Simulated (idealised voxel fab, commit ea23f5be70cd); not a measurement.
Presented below is a process module, voxel trench capacitor.
We display cut, a cross-section 260 nm in width whose square cells are each 5 nm.
In what follows, cross-sections appear as grids of square cells, described through bands that run from the top down, where every band is one or more rows of cells. Heights first: top, then bottom, in nm. Then materials, left to right, each with a width in nm. "throughout" on a single material: fills the band edge to edge. "blank": empty space. Heights are expressed relative to 0, this being the level below which the as-received wafer comprises one material exclusively. The lowest band is unbounded in the downward direction and is denoted as in "top 0, no bottom". Note: "30->40" means the width goes from the first number (top row of the band) to the second number (bottom row) in equal steps per row of cells. Key: "no modification" - step with no changed cell in the cross-section. Empty spaces without an open route to the top, at least 8 cells in extent, make up the entry "Closed void table"; each is given as width x height at distance, where the distance is measured from the left edge, and all are in nm. Formally, on a step line, whatever follows the settings is a remark that the simulator itself makes on the step. The line of a step may include "overlay nm". On a step with a mask, this value is how far to the right of its planned place the mask lay. A negative value means the mask lay to the left.

Process steps - plan
- 1: RECEIVE [material Si]
- 2: CONFORMAL_DEP [material SiN] [thk nm 10]
- 3: DIRECTIONAL_DEP [material aC] [thk nm 15]
- 4: PATTERN [tone open] [mask id TRENCH] [material resist] [width nm 30] [pitch nm 55] [thk nm 30] [overlay nm 0]
- 5: DIRECTIONAL_ETCH [etch materials aC] [depth nm 15]
- 6: STRIP [etch materials resist]
- 7: DIRECTIONAL_ETCH [etch materials SiN] [depth nm 10]
- 8: DIRECTIONAL_ETCH [etch materials Si] [depth nm 30]
- 9: STRIP [etch materials aC]
- 10: CONFORMAL_DEP [material HfO2] [thk nm 5]
- 11: CONFORMAL_DEP [material TiN] [thk nm 5]
- 12: FILL_DEP [material W] [thk nm 10]
- 13: CMP [height nm 10]

First of two wafers, processed according to plan

Shown in cross-section is the wafer as received, that is, as it stands after step 1
* top 0, no bottom: Si throughout
* Closed void table: none

Take a look at the wafer's cross-section after step 2
* top 10, bottom 0: SiN throughout
* Everything under 0 stays put, no change at all.

Take a look at the wafer's cross-section after step 3
* top 25, bottom 10: aC throughout
* Everything under 10 stays put, no change at all.

Take a look at the wafer's cross-section after step 4
* top 55, bottom 25: 30 resist / 30 blank / 25 resist / 30 blank / 25 resist / 30 blank / 25 resist / 30 blank / 35 resist
* Everything under 25 stays put, no change at all.

Take a look at the wafer's cross-section after step 5
* top 40, bottom 25: 30 resist / 30 blank / 25 resist / 30 blank / 25 resist / 30 blank / 25 resist / 30 blank / 35 resist
* top 25, bottom 10: 30 aC / 30 blank / 25 aC / 30 blank / 25 aC / 30 blank / 25 aC / 30 blank / 35 aC
* Everything under 10 stays put, no change at all.

Take a look at the wafer's cross-section after step 6
* top 25, bottom 10: 30 aC / 30 blank / 25 aC / 30 blank / 25 aC / 30 blank / 25 aC / 30 blank / 35 aC
* Everything under 10 stays put, no change at all.

Take a look at the wafer's cross-section after step 7
* top 25, bottom 10: 30 aC / 30 blank / 25 aC / 30 blank / 25 aC / 30 blank / 25 aC / 30 blank / 35 aC
* top 10, bottom 0: 30 SiN / 30 blank / 25 SiN / 30 blank / 25 SiN / 30 blank / 25 SiN / 30 blank / 35 SiN
* Everything under 0 stays put, no change at all.

Take a look at the wafer's cross-section after step 8
* top 25, bottom 10: 30 aC / 30 blank / 25 aC / 30 blank / 25 aC / 30 blank / 25 aC / 30 blank / 35 aC
* top 10, bottom 0: 30 SiN / 30 blank / 25 SiN / 30 blank / 25 SiN / 30 blank / 25 SiN / 30 blank / 35 SiN
* top 0, bottom -30: 30 Si / 30 blank / 25 Si / 30 blank / 25 Si / 30 blank / 25 Si / 30 blank / 35 Si
* Everything under -30 stays put, no change at all.

Take a look at the wafer's cross-section after step 9
* top 10, bottom 0: 30 SiN / 30 blank / 25 SiN / 30 blank / 25 SiN / 30 blank / 25 SiN / 30 blank / 35 SiN
* Everything under 0 stays put, no change at all.

Take a look at the wafer's cross-section after step 10
* top 15, bottom 10: 35 HfO2 / 20 blank / 35 HfO2 / 20 blank / 35 HfO2 / 20 blank / 35 HfO2 / 20 blank / 40 HfO2
* top 10, bottom 0: 30 SiN / 5 HfO2 / 20 blank / 5 HfO2 / 25 SiN / 5 HfO2 / 20 blank / 5 HfO2 / 25 SiN / 5 HfO2 / 20 blank / 5 HfO2 / 25 SiN / 5 HfO2 / 20 blank / 5 HfO2 / 35 SiN
* top 0, bottom -25: 30 Si / 5 HfO2 / 20 blank / 5 HfO2 / 25 Si / 5 HfO2 / 20 blank / 5 HfO2 / 25 Si / 5 HfO2 / 20 blank / 5 HfO2 / 25 Si / 5 HfO2 / 20 blank / 5 HfO2 / 35 Si
* top -25, bottom -30: 30 Si / 30 HfO2 / 25 Si / 30 HfO2 / 25 Si / 30 HfO2 / 25 Si / 30 HfO2 / 35 Si
* Everything under -30 stays put, no change at all.

Take a look at the wafer's cross-section after step 11
* top 20, bottom 15: 40 TiN / 10 blank / 45 TiN / 10 blank / 45 TiN / 10 blank / 45 TiN / 10 blank / 45 TiN
* top 15, bottom 10: 35 HfO2 / 5 TiN / 10 blank / 5 TiN / 35 HfO2 / 5 TiN / 10 blank / 5 TiN / 35 HfO2 / 5 TiN / 10 blank / 5 TiN / 35 HfO2 / 5 TiN / 10 blank / 5 TiN / 40 HfO2
* top 10, bottom 0: 30 SiN / 5 HfO2 / 5 TiN / 10 blank / 5 TiN / 5 HfO2 / 25 SiN / 5 HfO2 / 5 TiN / 10 blank / 5 TiN / 5 HfO2 / 25 SiN / 5 HfO2 / 5 TiN / 10 blank / 5 TiN / 5 HfO2 / 25 SiN / 5 HfO2 / 5 TiN / 10 blank / 5 TiN / 5 HfO2 / 35 SiN
* top 0, bottom -20: 30 Si / 5 HfO2 / 5 TiN / 10 blank / 5 TiN / 5 HfO2 / 25 Si / 5 HfO2 / 5 TiN / 10 blank / 5 TiN / 5 HfO2 / 25 Si / 5 HfO2 / 5 TiN / 10 blank / 5 TiN / 5 HfO2 / 25 Si / 5 HfO2 / 5 TiN / 10 blank / 5 TiN / 5 HfO2 / 35 Si
* top -20, bottom -25: 30 Si / 5 HfO2 / 20 TiN / 5 HfO2 / 25 Si / 5 HfO2 / 20 TiN / 5 HfO2 / 25 Si / 5 HfO2 / 20 TiN / 5 HfO2 / 25 Si / 5 HfO2 / 20 TiN / 5 HfO2 / 35 Si
* Everything under -25 stays put, no change at all.

Take a look at the wafer's cross-section after step 12
* top 30, bottom 20: W throughout
* top 20, bottom 15: 40 TiN / 10 W / 45 TiN / 10 W / 45 TiN / 10 W / 45 TiN / 10 W / 45 TiN
* top 15, bottom 10: 35 HfO2 / 5 TiN / 10 W / 5 TiN / 35 HfO2 / 5 TiN / 10 W / 5 TiN / 35 HfO2 / 5 TiN / 10 W / 5 TiN / 35 HfO2 / 5 TiN / 10 W / 5 TiN / 40 HfO2
* top 10, bottom 0: 30 SiN / 5 HfO2 / 5 TiN / 10 W / 5 TiN / 5 HfO2 / 25 SiN / 5 HfO2 / 5 TiN / 10 W / 5 TiN / 5 HfO2 / 25 SiN / 5 HfO2 / 5 TiN / 10 W / 5 TiN / 5 HfO2 / 25 SiN / 5 HfO2 / 5 TiN / 10 W / 5 TiN / 5 HfO2 / 35 SiN
* top 0, bottom -20: 30 Si / 5 HfO2 / 5 TiN / 10 W / 5 TiN / 5 HfO2 / 25 Si / 5 HfO2 / 5 TiN / 10 W / 5 TiN / 5 HfO2 / 25 Si / 5 HfO2 / 5 TiN / 10 W / 5 TiN / 5 HfO2 / 25 Si / 5 HfO2 / 5 TiN / 10 W / 5 TiN / 5 HfO2 / 35 Si
* Everything under -20 stays put, no change at all.

Take a look at the wafer's cross-section after step 13
* top 10, bottom 0: 30 SiN / 5 HfO2 / 5 TiN / 10 W / 5 TiN / 5 HfO2 / 25 SiN / 5 HfO2 / 5 TiN / 10 W / 5 TiN / 5 HfO2 / 25 SiN / 5 HfO2 / 5 TiN / 10 W / 5 TiN / 5 HfO2 / 25 SiN / 5 HfO2 / 5 TiN / 10 W / 5 TiN / 5 HfO2 / 35 SiN
* Everything under 0 stays put, no change at all.

Now the other wafer: same start, same recipe, but we messed up one thing when running it. Up to and including step 3 it's the same as the first one

At the planned end of step 4, the second wafer in cross-section
* top 55, bottom 25: 20 resist / 30 blank / 25 resist / 30 blank / 25 resist / 30 blank / 25 resist / 30 blank / 45 resist
* Everything under 25 stays put, no change at all.

At the planned end of step 5, the second wafer in cross-section
* top 40, bottom 25: 20 resist / 30 blank / 25 resist / 30 blank / 25 resist / 30 blank / 25 resist / 30 blank / 45 resist
* top 25, bottom 10: 20 aC / 30 blank / 25 aC / 30 blank / 25 aC / 30 blank / 25 aC / 30 blank / 45 aC
* Everything under 10 stays put, no change at all.

At the planned end of step 6, the second wafer in cross-section
* top 25, bottom 10: 20 aC / 30 blank / 25 aC / 30 blank / 25 aC / 30 blank / 25 aC / 30 blank / 45 aC
* Everything under 10 stays put, no change at all.

At the planned end of step 7, the second wafer in cross-section
* top 25, bottom 10: 20 aC / 30 blank / 25 aC / 30 blank / 25 aC / 30 blank / 25 aC / 30 blank / 45 aC
* top 10, bottom 0: 20 SiN / 30 blank / 25 SiN / 30 blank / 25 SiN / 30 blank / 25 SiN / 30 blank / 45 SiN
* Everything under 0 stays put, no change at all.

At the planned end of step 8, the second wafer in cross-section
* top 25, bottom 10: 20 aC / 30 blank / 25 aC / 30 blank / 25 aC / 30 blank / 25 aC / 30 blank / 45 aC
* top 10, bottom 0: 20 SiN / 30 blank / 25 SiN / 30 blank / 25 SiN / 30 blank / 25 SiN / 30 blank / 45 SiN
* top 0, bottom -30: 20 Si / 30 blank / 25 Si / 30 blank / 25 Si / 30 blank / 25 Si / 30 blank / 45 Si
* Everything under -30 stays put, no change at all.

At the planned end of step 9, the second wafer in cross-section
* top 10, bottom 0: 20 SiN / 30 blank / 25 SiN / 30 blank / 25 SiN / 30 blank / 25 SiN / 30 blank / 45 SiN
* Everything under 0 stays put, no change at all.

At the planned end of step 10, the second wafer in cross-section
* top 15, bottom 10: 25 HfO2 / 20 blank / 35 HfO2 / 20 blank / 35 HfO2 / 20 blank / 35 HfO2 / 20 blank / 50 HfO2
* top 10, bottom 0: 20 SiN / 5 HfO2 / 20 blank / 5 HfO2 / 25 SiN / 5 HfO2 / 20 blank / 5 HfO2 / 25 SiN / 5 HfO2 / 20 blank / 5 HfO2 / 25 SiN / 5 HfO2 / 20 blank / 5 HfO2 / 45 SiN
* top 0, bottom -25: 20 Si / 5 HfO2 / 20 blank / 5 HfO2 / 25 Si / 5 HfO2 / 20 blank / 5 HfO2 / 25 Si / 5 HfO2 / 20 blank / 5 HfO2 / 25 Si / 5 HfO2 / 20 blank / 5 HfO2 / 45 Si
* top -25, bottom -30: 20 Si / 30 HfO2 / 25 Si / 30 HfO2 / 25 Si / 30 HfO2 / 25 Si / 30 HfO2 / 45 Si
* Everything under -30 stays put, no change at all.

At the planned end of step 11, the second wafer in cross-section
* top 20, bottom 15: 30 TiN / 10 blank / 45 TiN / 10 blank / 45 TiN / 10 blank / 45 TiN / 10 blank / 55 TiN
* top 15, bottom 10: 25 HfO2 / 5 TiN / 10 blank / 5 TiN / 35 HfO2 / 5 TiN / 10 blank / 5 TiN / 35 HfO2 / 5 TiN / 10 blank / 5 TiN / 35 HfO2 / 5 TiN / 10 blank / 5 TiN / 50 HfO2
* top 10, bottom 0: 20 SiN / 5 HfO2 / 5 TiN / 10 blank / 5 TiN / 5 HfO2 / 25 SiN / 5 HfO2 / 5 TiN / 10 blank / 5 TiN / 5 HfO2 / 25 SiN / 5 HfO2 / 5 TiN / 10 blank / 5 TiN / 5 HfO2 / 25 SiN / 5 HfO2 / 5 TiN / 10 blank / 5 TiN / 5 HfO2 / 45 SiN
* top 0, bottom -20: 20 Si / 5 HfO2 / 5 TiN / 10 blank / 5 TiN / 5 HfO2 / 25 Si / 5 HfO2 / 5 TiN / 10 blank / 5 TiN / 5 HfO2 / 25 Si / 5 HfO2 / 5 TiN / 10 blank / 5 TiN / 5 HfO2 / 25 Si / 5 HfO2 / 5 TiN / 10 blank / 5 TiN / 5 HfO2 / 45 Si
* top -20, bottom -25: 20 Si / 5 HfO2 / 20 TiN / 5 HfO2 / 25 Si / 5 HfO2 / 20 TiN / 5 HfO2 / 25 Si / 5 HfO2 / 20 TiN / 5 HfO2 / 25 Si / 5 HfO2 / 20 TiN / 5 HfO2 / 45 Si
* Everything under -25 stays put, no change at all.

At the planned end of step 12, the second wafer in cross-section
* top 30, bottom 20: W throughout
* top 20, bottom 15: 30 TiN / 10 W / 45 TiN / 10 W / 45 TiN / 10 W / 45 TiN / 10 W / 55 TiN
* top 15, bottom 10: 25 HfO2 / 5 TiN / 10 W / 5 TiN / 35 HfO2 / 5 TiN / 10 W / 5 TiN / 35 HfO2 / 5 TiN / 10 W / 5 TiN / 35 HfO2 / 5 TiN / 10 W / 5 TiN / 50 HfO2
* top 10, bottom 0: 20 SiN / 5 HfO2 / 5 TiN / 10 W / 5 TiN / 5 HfO2 / 25 SiN / 5 HfO2 / 5 TiN / 10 W / 5 TiN / 5 HfO2 / 25 SiN / 5 HfO2 / 5 TiN / 10 W / 5 TiN / 5 HfO2 / 25 SiN / 5 HfO2 / 5 TiN / 10 W / 5 TiN / 5 HfO2 / 45 SiN
* top 0, bottom -20: 20 Si / 5 HfO2 / 5 TiN / 10 W / 5 TiN / 5 HfO2 / 25 Si / 5 HfO2 / 5 TiN / 10 W / 5 TiN / 5 HfO2 / 25 Si / 5 HfO2 / 5 TiN / 10 W / 5 TiN / 5 HfO2 / 25 Si / 5 HfO2 / 5 TiN / 10 W / 5 TiN / 5 HfO2 / 45 Si
* Everything under -20 stays put, no change at all.

At the planned end of step 13, the second wafer in cross-section
* top 10, bottom 0: 20 SiN / 5 HfO2 / 5 TiN / 10 W / 5 TiN / 5 HfO2 / 25 SiN / 5 HfO2 / 5 TiN / 10 W / 5 TiN / 5 HfO2 / 25 SiN / 5 HfO2 / 5 TiN / 10 W / 5 TiN / 5 HfO2 / 25 SiN / 5 HfO2 / 5 TiN / 10 W / 5 TiN / 5 HfO2 / 45 SiN
* Everything under 0 stays put, no change at all.
It is concluded that the wafer was processed incorrectly with respect to the plan, in that the process deviated at step 4: the operation and settings actually run there were PATTERN [tone open] [mask id TRENCH] [material resist] [width nm 30] [pitch nm 55] [thk nm 30] [overlay nm -10]
At the end, each material covers as many cells on the second wafer as it does on the first, though the cells it covers are elsewhere.
